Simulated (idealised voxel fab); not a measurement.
The name of this process module is voxel plated lines.
Each square cell in cross-section cut measures 5 nm, and the section as a whole is 230 nm wide.
A cross-section in this document is a grid of square cells, and it is written down as bands, the top band listed before the ones below it; a band is made up of one or more rows of cells.
A band entry consists of two parts. The first gives the height of the band's top and the height of its bottom, in nm. The rest lists the band's materials from left to right, each with its width in nm. A single material labelled with the word "everywhere" fills the band from edge to edge, and the word "air" marks empty space.
Height datum 0, below which the as-received substrate wafer is one material. Lowest band open at the bottom, running downward: "0 and below".
When a width is written as two numbers, as in "30..40", the first number is the width in the top row of cells of the band and the second is the width in its bottom row, and the width changes by the same amount from each row to the next.
"everything unchanged" -> step changed no cross-section cell.
Entry "Voids, fully enclosed". Content: empty spaces with no open connection to the top, size 8 cells or greater. Each: width x height at distance. Distance: from left edge. Unit: nm.
Text after the settings on a step's line: the simulator's own remark on that step.
For masked steps, "overlay nm" on the step line gives how far right of plan the mask actually lay; a minus sign means it lay to the left.

**The following list gives the planned process steps**
1: RECEIVE, material Si
2: CONFORMAL_DEP, material SiN, thk nm 5
3: DIRECTIONAL_DEP, material TiN, thk nm 5
4: PATTERN, tone open, mask id LINES, material resist, width nm 20, pitch nm 50, thk nm 25, overlay nm 0
5: EPI, material Ru, thk nm 10
6: EPI, material Ru, thk nm 5
7: STRIP, etch materials resist
8: DIRECTIONAL_ETCH, etch materials TiN, depth nm 5
9: CONFORMAL_DEP, material SiCN, thk nm 10

**The first of two wafers, run as planned**

**Wafer cross-section on receipt, i.e. after step 1**
	0 and below  Si everywhere
	Voids, fully enclosed: none

**You're looking at a cross-section of the wafer after step 2**
	5 down to 0  SiN everywhere
	below 0: unchanged

**You're looking at a cross-section of the wafer after step 3**
	10 down to 5  TiN everywhere
	below 5: unchanged

**You're looking at a cross-section of the wafer after step 4**
	35 down to 10  resist 80 / air 20 / resist 30 / air 20 / resist 80
	below 10: unchanged

**You're looking at a cross-section of the wafer after step 5**
	35 down to 20  resist 80 / air 20 / resist 30 / air 20 / resist 80
	20 down to 10  resist 80 / Ru 20 / resist 30 / Ru 20 / resist 80
	below 10: unchanged

**You're looking at a cross-section of the wafer after step 6**
	35 down to 25  resist 80 / air 20 / resist 30 / air 20 / resist 80
	25 down to 10  resist 80 / Ru 20 / resist 30 / Ru 20 / resist 80
	below 10: unchanged

**You're looking at a cross-section of the wafer after step 7**
	25 down to 10  air 80 / Ru 20 / air 30 / Ru 20 / air 80
	below 10: unchanged

**You're looking at a cross-section of the wafer after step 8**
	25 down to 10  air 80 / Ru 20 / air 30 / Ru 20 / air 80
	10 down to 5  air 80 / TiN 20 / air 30 / TiN 20 / air 80
	below 5: unchanged

**You're looking at a cross-section of the wafer after step 9**
	35 down to 25  air 70 / SiCN 40 / air 10 / SiCN 40 / air 70
	25 down to 15  air 70 / SiCN 10 / Ru 20 / SiCN 10 / air 10 / SiCN 10 / Ru 20 / SiCN 10 / air 70
	15 down to 10  SiCN 80 / Ru 20 / SiCN 30 / Ru 20 / SiCN 80
	10 down to 5  SiCN 80 / TiN 20 / SiCN 30 / TiN 20 / SiCN 80
	below 5: unchanged

**The second wafer: identical to the first at the outset and in its planned sequence, differing only in that one mistake was made during processing; up to and including step 4, its path is the first wafer's path**

**Cross-section of the second wafer at the time step 5 of the plan should have ended**
	35 down to 30  resist 80 / air 20 / resist 30 / air 20 / resist 80
	30 down to 10  resist 80 / Ru 20 / resist 30 / Ru 20 / resist 80
	below 10: unchanged

**Cross-section of the second wafer at the time step 6 of the plan should have ended**
	35 down to 10  resist 80 / Ru 20 / resist 30 / Ru 20 / resist 80
	below 10: unchanged

**Cross-section of the second wafer at the time step 7 of the plan should have ended**
	35 down to 10  air 80 / Ru 20 / air 30 / Ru 20 / air 80
	below 10: unchanged

**Cross-section of the second wafer at the time step 8 of the plan should have ended**
	35 down to 10  air 80 / Ru 20 / air 30 / Ru 20 / air 80
	10 down to 5  air 80 / TiN 20 / air 30 / TiN 20 / air 80
	below 5: unchanged

**Cross-section of the second wafer at the time step 9 of the plan should have ended**
	45 down to 35  air 70 / SiCN 40 / air 10 / SiCN 40 / air 70
	35 down to 15  air 70 / SiCN 10 / Ru 20 / SiCN 10 / air 10 / SiCN 10 / Ru 20 / SiCN 10 / air 70
	15 down to 10  SiCN 80 / Ru 20 / SiCN 30 / Ru 20 / SiCN 80
	10 down to 5  SiCN 80 / TiN 20 / SiCN 30 / TiN 20 / SiCN 80
	below 5: unchanged
What was done differently from what was planned? step 5, plan: ran twice
The final cell counts differ between the wafers, with the second having more or fewer of some materials than the first: Ru: 16 more; SiCN: 16 more
